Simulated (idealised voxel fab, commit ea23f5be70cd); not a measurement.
process module | voxel capacitor over wiring
cross-section cut | 280 nm wide | cells 5 nm
A cross-section is a grid of square cells, given in bands from the top down. A band is one or more rows of cells.
Each band's line starts with the height of the band's top and of its bottom, in nm. Then come its materials from left to right, each with its width in nm. One material with "throughout" fills the band from edge to edge. "air" is empty space.
Height 0 is the level under which the wafer as received is all one material. The lowest band goes on downwards, as in "0 down".
A width such as "30 to 40" changes by the same amount from each row of cells to the next, from the band's top row to its bottom row.
"no change" after a step means that no cell of the cross-section changed.
closed voids: empty space of 8 cells or more with no open way to the top, each as width x height at its distance from the left edge, in nm
after a step's settings: what the simulator itself notes on the step
overlay nm, on a step with a mask: how far to the right of its planned place the mask lay; to the left if negative
plan
1 op RECEIVE | material Si
2 op CONFORMAL_DEP | material SiO2 | thk nm 10
3 op CONFORMAL_DEP | material SiN | thk nm 5
4 op DIRECTIONAL_DEP | material lowk | thk nm 25
5 op PATTERN | tone open | mask id METAL_1 | material resist | width nm 30 | pitch nm 80 | thk nm 20 | overlay nm 0
6 op DIRECTIONAL_ETCH | etch materials lowk | depth nm 25
7 op DIRECTIONAL_ETCH | etch materials SiN | depth nm 5
8 op STRIP | etch materials resist
9 op CONFORMAL_DEP | material TiN | thk nm 5
10 op FILL_DEP | material Cu | thk nm 10
11 op CMP | height nm 40
12 op CONFORMAL_DEP | material SiCN | thk nm 5
13 op DIRECTIONAL_DEP | material lowk | thk nm 20
14 op DIRECTIONAL_DEP | material aC | thk nm 15
15 op PATTERN | tone open | mask id PLUG_1 | material resist | width nm 15 | thk nm 35 | overlay nm 0
16 op DIRECTIONAL_ETCH | etch materials aC | depth nm 15
17 op STRIP | etch materials resist
18 op DIRECTIONAL_ETCH | etch materials lowk | depth nm 20
19 op DIRECTIONAL_ETCH | etch materials SiCN | depth nm 5
20 op STRIP | etch materials aC
21 op CONFORMAL_DEP | material TiN | thk nm 5
22 op FILL_DEP | material Ru | thk nm 10
23 op CMP | height nm 65
24 op DIRECTIONAL_DEP | material TiN | thk nm 10
25 op DIRECTIONAL_DEP | material HfO2 | thk nm 5
26 op DIRECTIONAL_DEP | material TiN | thk nm 5
27 op PATTERN | tone cover | mask id UPPER_PLATE | material resist | width nm 55 | thk nm 15 | overlay nm 0
28 op DIRECTIONAL_ETCH | etch materials TiN | depth nm 5
29 op DIRECTIONAL_ETCH | etch materials HfO2 | depth nm 5
30 op STRIP | etch materials resist
31 op PATTERN | tone cover | mask id LOWER_PLATE | material resist | width nm 65 | thk nm 15 | overlay nm 0
32 op DIRECTIONAL_ETCH | etch materials TiN | depth nm 10
33 op STRIP | etch materials resist
34 op FILL_DEP | material SiO2 | thk nm 20
35 op CMP | height nm 100
36 op PATTERN | tone open | mask id PLUG_2 | material resist | width nm 15 | thk nm 20 | overlay nm 0
37 op DIRECTIONAL_ETCH | etch materials SiO2 | depth nm 15
38 op STRIP | etch materials resist
39 op CONFORMAL_DEP | material TiN | thk nm 5
40 op FILL_DEP | material Ru | thk nm 10
41 op CMP | height nm 100
42 op CONFORMAL_DEP | material SiN | thk nm 5
as received, after step 1
  0 down: Si throughout
  closed voids: none
first wafer at the end, as planned
  105 to 100: SiN throughout
  100 to 90: SiO2 110 | TiN 5 | Ru 5 | TiN 5 | SiO2 155
  90 to 80: SiO2 110 to 100 | TiN 15 to 55 | SiO2 155 to 125
  80 to 75: SiO2 100 | HfO2 55 | SiO2 125
  75 to 65: SiO2 95 | TiN 65 | SiO2 120
  65 to 45: lowk 100 | TiN 5 | Ru 5 | TiN 5 | lowk 165
  45 to 40: SiCN 100 | TiN 15 | SiCN 165
  40 to 15: lowk 85 | TiN 5 | Cu 20 | TiN 5 | lowk 50 | TiN 5 | Cu 20 | TiN 5 | lowk 85
  15 to 10: SiN 85 | TiN 30 | SiN 50 | TiN 30 | SiN 85
  10 to 0: SiO2 throughout
  0 down: Si throughout
  closed voids: none
second wafer at the end: like start, like plan, one mistake
  105 to 100: SiN throughout
  100 to 90: SiO2 110 | TiN 5 | Ru 5 | TiN 5 | SiO2 155
  90 to 80: SiO2 110 to 100 | TiN 15 to 55 | SiO2 155 to 125
  80 to 75: SiO2 100 | HfO2 55 | SiO2 125
  75 to 65: SiO2 90 | TiN 75 | SiO2 115
  65 to 45: lowk 100 | TiN 5 | Ru 5 | TiN 5 | lowk 165
  45 to 40: SiCN 100 | TiN 15 | SiCN 165
  40 to 15: lowk 85 | TiN 5 | Cu 20 | TiN 5 | lowk 50 | TiN 5 | Cu 20 | TiN 5 | lowk 85
  15 to 10: SiN 85 | TiN 30 | SiN 50 | TiN 30 | SiN 85
  10 to 0: SiO2 throughout
  0 down: Si throughout
  closed voids: none
what went wrong: step 31 ran as: op PATTERN | tone cover | mask id LOWER_PLATE | material resist | width nm 75 | thk nm 15 | overlay nm 0
at the end the second wafer has, in cells: 4 fewer of SiO2 | 4 more of TiN
